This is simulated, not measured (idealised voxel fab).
process module | voxel wiring stack
cross-section cut | 205 nm wide | cells 5 nm
A cross-section is a grid of square cells, given in bands from the top down. A band is one or more rows of cells.
Each band's line starts with the height of the band's top and of its bottom, in nm. Then come its materials from left to right, each with its width in nm. One material with "throughout" fills the band from edge to edge. "air" is empty space.
Height 0 is the level under which the wafer as received is all one material. The lowest band goes on downwards, as in "0 down".
A width such as "30 to 40" changes by the same amount from each row of cells to the next, from the band's top row to its bottom row.
"no change" after a step means that no cell of the cross-section changed.
closed voids: empty space of 8 cells or more with no open way to the top, each as width x height at its distance from the left edge, in nm
after a step's settings: what the simulator itself notes on the step
overlay nm, on a step with a mask: how far to the right of its planned place the mask lay; to the left if negative
plan
1 op RECEIVE | material Si
2 op CONFORMAL_DEP | material SiO2 | thk nm 15
3 op DIRECTIONAL_DEP | material TiN | thk nm 5
4 op DIRECTIONAL_DEP | material W | thk nm 25
5 op PATTERN | tone cover | mask id METAL_1 | material resist | width nm 30 | pitch nm 55 | thk nm 15 | overlay nm 0
6 op DIRECTIONAL_ETCH | etch materials W | depth nm 25
7 op DIRECTIONAL_ETCH | etch materials TiN | depth nm 5
8 op STRIP | etch materials resist
9 op FILL_DEP | material lowk | thk nm 5
10 op CMP | height nm 45
11 op CONFORMAL_DEP | material SiCN | thk nm 5
12 op DIRECTIONAL_DEP | material SiO2 | thk nm 20
13 op DIRECTIONAL_DEP | material aC | thk nm 10
14 op PATTERN | tone open | mask id PLUG_1 | material resist | width nm 15 | pitch nm 110 | thk nm 30 | overlay nm 0
15 op DIRECTIONAL_ETCH | etch materials aC | depth nm 10
16 op STRIP | etch materials resist
17 op DIRECTIONAL_ETCH | etch materials SiO2 | depth nm 20
18 op DIRECTIONAL_ETCH | etch materials SiCN | depth nm 5
19 op STRIP | etch materials aC
20 op CONFORMAL_DEP | material TiN | thk nm 5
21 op FILL_DEP | material W | thk nm 5
22 op CMP | height nm 70
23 op DIRECTIONAL_DEP | material TiN | thk nm 5
24 op DIRECTIONAL_DEP | material W | thk nm 15
25 op PATTERN | tone cover | mask id METAL_2 | material resist | width nm 30 | pitch nm 55 | thk nm 20 | overlay nm 0
26 op DIRECTIONAL_ETCH | etch materials W | depth nm 15
27 op DIRECTIONAL_ETCH | etch materials TiN | depth nm 5
28 op STRIP | etch materials resist
29 op FILL_DEP | material SiO2 | thk nm 10
30 op CMP | height nm 90
31 op CONFORMAL_DEP | material SiCN | thk nm 5
32 op DIRECTIONAL_DEP | material lowk | thk nm 30
33 op PATTERN | tone open | mask id METAL_3_HOLES | material resist | width nm 15 | pitch nm 55 | thk nm 20 | overlay nm 0
34 op DIRECTIONAL_ETCH | etch materials lowk | depth nm 30
35 op STRIP | etch materials resist
36 op MASKED_ETCH | tone open | mask id METAL_3 | width nm 30 | pitch nm 55 | etch materials lowk | depth nm 15 | overlay nm 0
37 op MASKED_ETCH | tone open | mask id METAL_3 | width nm 30 | pitch nm 55 | etch materials SiCN | depth nm 5 | overlay nm 0
38 op CONFORMAL_DEP | material TiN | thk nm 5
39 op FILL_DEP | material Ru | thk nm 10
40 op CMP | height nm 125
41 op CONFORMAL_DEP | material SiN | thk nm 5
first wafer, as planned
as received, after step 1
  0 down: Si throughout
  closed voids: none
after step 2
  15 to 0: SiO2 throughout
  below 0: unchanged
after step 3
  20 to 15: TiN throughout
  below 15: unchanged
after step 4
  45 to 20: W throughout
  below 20: unchanged
after step 5
  60 to 45: air 30 | resist 30 | air 25 | resist 30 | air 25 | resist 30 | air 35
  below 45: unchanged
after step 6
  60 to 45: air 30 | resist 30 | air 25 | resist 30 | air 25 | resist 30 | air 35
  45 to 20: air 30 | W 30 | air 25 | W 30 | air 25 | W 30 | air 35
  below 20: unchanged
after step 7
  60 to 45: air 30 | resist 30 | air 25 | resist 30 | air 25 | resist 30 | air 35
  45 to 20: air 30 | W 30 | air 25 | W 30 | air 25 | W 30 | air 35
  20 to 15: air 30 | TiN 30 | air 25 | TiN 30 | air 25 | TiN 30 | air 35
  below 15: unchanged
after step 8
  45 to 20: air 30 | W 30 | air 25 | W 30 | air 25 | W 30 | air 35
  below 20: unchanged
after step 9
  50 to 45: lowk throughout
  45 to 20: lowk 30 | W 30 | lowk 25 | W 30 | lowk 25 | W 30 | lowk 35
  20 to 15: lowk 30 | TiN 30 | lowk 25 | TiN 30 | lowk 25 | TiN 30 | lowk 35
  below 15: unchanged
after step 10
  45 to 20: lowk 30 | W 30 | lowk 25 | W 30 | lowk 25 | W 30 | lowk 35
  below 20: unchanged
after step 11
  50 to 45: SiCN throughout
  below 45: unchanged
after step 12
  70 to 50: SiO2 throughout
  below 50: unchanged
after step 13
  80 to 70: aC throughout
  below 70: unchanged
after step 14
  110 to 80: resist 30 | air 15 | resist 95 | air 15 | resist 50
  below 80: unchanged
after step 15
  100 to 80: resist 30 | air 15 | resist 95 | air 15 | resist 50
  80 to 70: aC 30 | air 15 | aC 95 | air 15 | aC 50
  below 70: unchanged
after step 16
  80 to 70: aC 30 | air 15 | aC 95 | air 15 | aC 50
  below 70: unchanged
after step 17
  80 to 70: aC 30 | air 15 | aC 95 | air 15 | aC 50
  70 to 50: SiO2 30 | air 15 | SiO2 95 | air 15 | SiO2 50
  below 50: unchanged
after step 18
  80 to 70: aC 30 | air 15 | aC 95 | air 15 | aC 50
  70 to 50: SiO2 30 | air 15 | SiO2 95 | air 15 | SiO2 50
  50 to 45: SiCN 30 | air 15 | SiCN 95 | air 15 | SiCN 50
  below 45: unchanged
after step 19
  70 to 50: SiO2 30 | air 15 | SiO2 95 | air 15 | SiO2 50
  below 50: unchanged
after step 20
  75 to 70: TiN 35 | air 5 | TiN 105 | air 5 | TiN 55
  70 to 50: SiO2 30 | TiN 5 | air 5 | TiN 5 | SiO2 95 | TiN 5 | air 5 | TiN 5 | SiO2 50
  50 to 45: SiCN 30 | TiN 15 | SiCN 95 | TiN 15 | SiCN 50
  below 45: unchanged
after step 21
  80 to 75: W throughout
  75 to 70: TiN 35 | W 5 | TiN 105 | W 5 | TiN 55
  70 to 50: SiO2 30 | TiN 5 | W 5 | TiN 5 | SiO2 95 | TiN 5 | W 5 | TiN 5 | SiO2 50
  below 50: unchanged
after step 22
  70 to 50: SiO2 30 | TiN 5 | W 5 | TiN 5 | SiO2 95 | TiN 5 | W 5 | TiN 5 | SiO2 50
  below 50: unchanged
after step 23
  75 to 70: TiN throughout
  below 70: unchanged
after step 24
  90 to 75: W throughout
  below 75: unchanged
after step 25
  110 to 90: air 30 | resist 30 | air 25 | resist 30 | air 25 | resist 30 | air 35
  below 90: unchanged
after step 26
  110 to 90: air 30 | resist 30 | air 25 | resist 30 | air 25 | resist 30 | air 35
  90 to 75: air 30 | W 30 | air 25 | W 30 | air 25 | W 30 | air 35
  below 75: unchanged
after step 27
  110 to 90: air 30 | resist 30 | air 25 | resist 30 | air 25 | resist 30 | air 35
  90 to 75: air 30 | W 30 | air 25 | W 30 | air 25 | W 30 | air 35
  75 to 70: air 30 | TiN 30 | air 25 | TiN 30 | air 25 | TiN 30 | air 35
  below 70: unchanged
after step 28
  90 to 75: air 30 | W 30 | air 25 | W 30 | air 25 | W 30 | air 35
  below 75: unchanged
after step 29
  100 to 90: SiO2 throughout
  90 to 75: SiO2 30 | W 30 | SiO2 25 | W 30 | SiO2 25 | W 30 | SiO2 35
  75 to 70: SiO2 30 | TiN 30 | SiO2 25 | TiN 30 | SiO2 25 | TiN 30 | SiO2 35
  below 70: unchanged
after step 30
  90 to 75: SiO2 30 | W 30 | SiO2 25 | W 30 | SiO2 25 | W 30 | SiO2 35
  below 75: unchanged
after step 31
  95 to 90: SiCN throughout
  below 90: unchanged
after step 32
  125 to 95: lowk throughout
  below 95: unchanged
after step 33
  145 to 125: resist 30 | air 15 | resist 40 | air 15 | resist 40 | air 15 | resist 50
  below 125: unchanged
after step 34
  145 to 125: resist 30 | air 15 | resist 40 | air 15 | resist 40 | air 15 | resist 50
  125 to 95: lowk 30 | air 15 | lowk 40 | air 15 | lowk 40 | air 15 | lowk 50
  below 95: unchanged
after step 35
  125 to 95: lowk 30 | air 15 | lowk 40 | air 15 | lowk 40 | air 15 | lowk 50
  below 95: unchanged
after step 36
  125 to 110: lowk 30 | air 30 | lowk 25 | air 30 | lowk 25 | air 30 | lowk 35
  below 110: unchanged
after step 37
  125 to 110: lowk 30 | air 30 | lowk 25 | air 30 | lowk 25 | air 30 | lowk 35
  110 to 95: lowk 30 | air 15 | lowk 40 | air 15 | lowk 40 | air 15 | lowk 50
  95 to 90: SiCN 30 | air 15 | SiCN 40 | air 15 | SiCN 40 | air 15 | SiCN 50
  below 90: unchanged
after step 38
  130 to 125: TiN 35 | air 20 | TiN 35 | air 20 | TiN 35 | air 20 | TiN 40
  125 to 115: lowk 30 | TiN 5 | air 20 | TiN 5 | lowk 25 | TiN 5 | air 20 | TiN 5 | lowk 25 | TiN 5 | air 20 | TiN 5 | lowk 35
  115 to 110: lowk 30 | TiN 5 | air 5 | TiN 20 | lowk 25 | TiN 5 | air 5 | TiN 20 | lowk 25 | TiN 5 | air 5 | TiN 20 | lowk 35
  110 to 95: lowk 30 | TiN 5 | air 5 | TiN 5 | lowk 40 | TiN 5 | air 5 | TiN 5 | lowk 40 | TiN 5 | air 5 | TiN 5 | lowk 50
  95 to 90: SiCN 30 | TiN 15 | SiCN 40 | TiN 15 | SiCN 40 | TiN 15 | SiCN 50
  below 90: unchanged
after step 39
  140 to 130: Ru throughout
  130 to 125: TiN 35 | Ru 20 | TiN 35 | Ru 20 | TiN 35 | Ru 20 | TiN 40
  125 to 115: lowk 30 | TiN 5 | Ru 20 | TiN 5 | lowk 25 | TiN 5 | Ru 20 | TiN 5 | lowk 25 | TiN 5 | Ru 20 | TiN 5 | lowk 35
  115 to 110: lowk 30 | TiN 5 | Ru 5 | TiN 20 | lowk 25 | TiN 5 | Ru 5 | TiN 20 | lowk 25 | TiN 5 | Ru 5 | TiN 20 | lowk 35
  110 to 95: lowk 30 | TiN 5 | Ru 5 | TiN 5 | lowk 40 | TiN 5 | Ru 5 | TiN 5 | lowk 40 | TiN 5 | Ru 5 | TiN 5 | lowk 50
  below 95: unchanged
after step 40
  125 to 115: lowk 30 | TiN 5 | Ru 20 | TiN 5 | lowk 25 | TiN 5 | Ru 20 | TiN 5 | lowk 25 | TiN 5 | Ru 20 | TiN 5 | lowk 35
  below 115: unchanged
after step 41
  130 to 125: SiN throughout
  below 125: unchanged
second wafer: like start, like plan, one mistake. Through step 35 it matches the first wafer
when step 36 should have ended
  125 to 95: lowk 30 | air 30 | lowk 25 | air 30 | lowk 25 | air 30 | lowk 35
  below 95: unchanged
when step 37 should have ended
  125 to 95: lowk 30 | air 30 | lowk 25 | air 30 | lowk 25 | air 30 | lowk 35
  95 to 90: SiCN 30 | air 30 | SiCN 25 | air 30 | SiCN 25 | air 30 | SiCN 35
  below 90: unchanged
when step 38 should have ended
  130 to 125: TiN 35 | air 20 | TiN 35 | air 20 | TiN 35 | air 20 | TiN 40
  125 to 95: lowk 30 | TiN 5 | air 20 | TiN 5 | lowk 25 | TiN 5 | air 20 | TiN 5 | lowk 25 | TiN 5 | air 20 | TiN 5 | lowk 35
  95 to 90: SiCN 30 | TiN 30 | SiCN 25 | TiN 30 | SiCN 25 | TiN 30 | SiCN 35
  below 90: unchanged
when step 39 should have ended
  140 to 130: Ru throughout
  130 to 125: TiN 35 | Ru 20 | TiN 35 | Ru 20 | TiN 35 | Ru 20 | TiN 40
  125 to 95: lowk 30 | TiN 5 | Ru 20 | TiN 5 | lowk 25 | TiN 5 | Ru 20 | TiN 5 | lowk 25 | TiN 5 | Ru 20 | TiN 5 | lowk 35
  below 95: unchanged
when step 40 should have ended
  125 to 95: lowk 30 | TiN 5 | Ru 20 | TiN 5 | lowk 25 | TiN 5 | Ru 20 | TiN 5 | lowk 25 | TiN 5 | Ru 20 | TiN 5 | lowk 35
  below 95: unchanged
when step 41 should have ended
  130 to 125: SiN throughout
  below 125: unchanged
what went wrong: step 36 was run twice
at the end the second wafer has, in cells: 36 more of Ru | 9 fewer of SiCN | 27 fewer of lowk
